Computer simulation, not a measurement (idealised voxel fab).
Name of the process module below: voxel trench capacitor
In the cross-section labelled cut, the width is 175 nm and each square cell is 5 nm.
Cross-section format: a grid of square cells, given as bands from top to bottom; each band is one or more rows of cells. A band entry consists of two parts. The first gives the height of the band's top and the height of its bottom, in nm. The rest lists the band's materials from left to right, each with its width in nm. A single material labelled with the word "all across" fills the band from edge to edge, and the word "blank" marks empty space. For the purposes of this specification, 0 denotes the height below which the wafer in its as-received condition is composed wholly of one material, and the lowermost band, lacking a lower limit, extends downward without end, as expressed in "0..down". The expression "30 to 40" gives the width at the extremes of the band, the first number at its top row of cells and the second at its bottom row, with the width changing by equal amounts from each row to the next in between. Where a step carries "everything unchanged", the cross-section came out of it unchanged, cell for cell. So "Entrapped void list" is basically the list of trapped voids: any empty space of 8 cells or more that can't reach the top through an opening. They're written width x height at distance, the distance being from the left edge, and it's all nm. The remark found on a step's line after its settings is issued by the simulator itself and pertains to that step. "overlay nm" denotes, for a step that has a mask, the displacement of the mask to the right of its planned place, with negative values corresponding to the left.
## The steps planned for the process are as follows
1,RECEIVE (material Si)
2,CONFORMAL_DEP (material SiN; thk nm 5)
3,DIRECTIONAL_DEP (material aC; thk nm 15)
4,PATTERN (tone open; mask id TRENCH; material resist; width nm 30; pitch nm 60; thk nm 35; overlay nm 0)
5,DIRECTIONAL_ETCH (etch materials aC; depth nm 15)
6,STRIP (etch materials resist)
7,DIRECTIONAL_ETCH (etch materials SiN; depth nm 5)
8,DIRECTIONAL_ETCH (etch materials Si; depth nm 40)
9,STRIP (etch materials aC)
10,CONFORMAL_DEP (material HfO2; thk nm 5)
11,CONFORMAL_DEP (material TiN; thk nm 5)
12,FILL_DEP (material W; thk nm 5)
13,CMP (height nm 5)
## The cross-section here shows the wafer as received, i.e. in its state after step 1
* 0..down = Si all across
* Entrapped void list: none
## Cross-section, first of two wafers, end of module, run as planned
* 5..0 = SiN (40); HfO2 (5); TiN (5); W (10); TiN (5); HfO2 (5); SiN (30); HfO2 (5); TiN (5); W (10); TiN (5); HfO2 (5); SiN (45)
* 0..-30 = Si (40); HfO2 (5); TiN (5); W (10); TiN (5); HfO2 (5); Si (30); HfO2 (5); TiN (5); W (10); TiN (5); HfO2 (5); Si (45)
* -30..-35 = Si (40); HfO2 (5); TiN (20); HfO2 (5); Si (30); HfO2 (5); TiN (20); HfO2 (5); Si (45)
* -35..-40 = Si (40); HfO2 (30); Si (30); HfO2 (30); Si (45)
* -40..down = Si all across
* Entrapped void list: none
## Wafer two, end of module, cross-section. Same start, same plan as wafer one. One mistake in the run
* 20..15 = W all across
* 15..10 = TiN (50); W (10); TiN (50); W (10); TiN (55)
* 10..5 = HfO2 (45); TiN (5); W (10); TiN (5); HfO2 (40); TiN (5); W (10); TiN (5); HfO2 (50)
* 5..0 = SiN (40); HfO2 (5); TiN (5); W (10); TiN (5); HfO2 (5); SiN (30); HfO2 (5); TiN (5); W (10); TiN (5); HfO2 (5); SiN (45)
* 0..-30 = Si (40); HfO2 (5); TiN (5); W (10); TiN (5); HfO2 (5); Si (30); HfO2 (5); TiN (5); W (10); TiN (5); HfO2 (5); Si (45)
* -30..-35 = Si (40); HfO2 (5); TiN (20); HfO2 (5); Si (30); HfO2 (5); TiN (20); HfO2 (5); Si (45)
* -35..-40 = Si (40); HfO2 (30); Si (30); HfO2 (30); Si (45)
* -40..down = Si all across
* Entrapped void list: none
Which mistake was made when the wafer was run? step 13 of the plan got skipped, so it never ran
It is noted that, at the conclusion of processing, the second wafer exhibits a higher or lower cell count for certain materials relative to the first: +27 HfO2; +35 TiN; +43 W
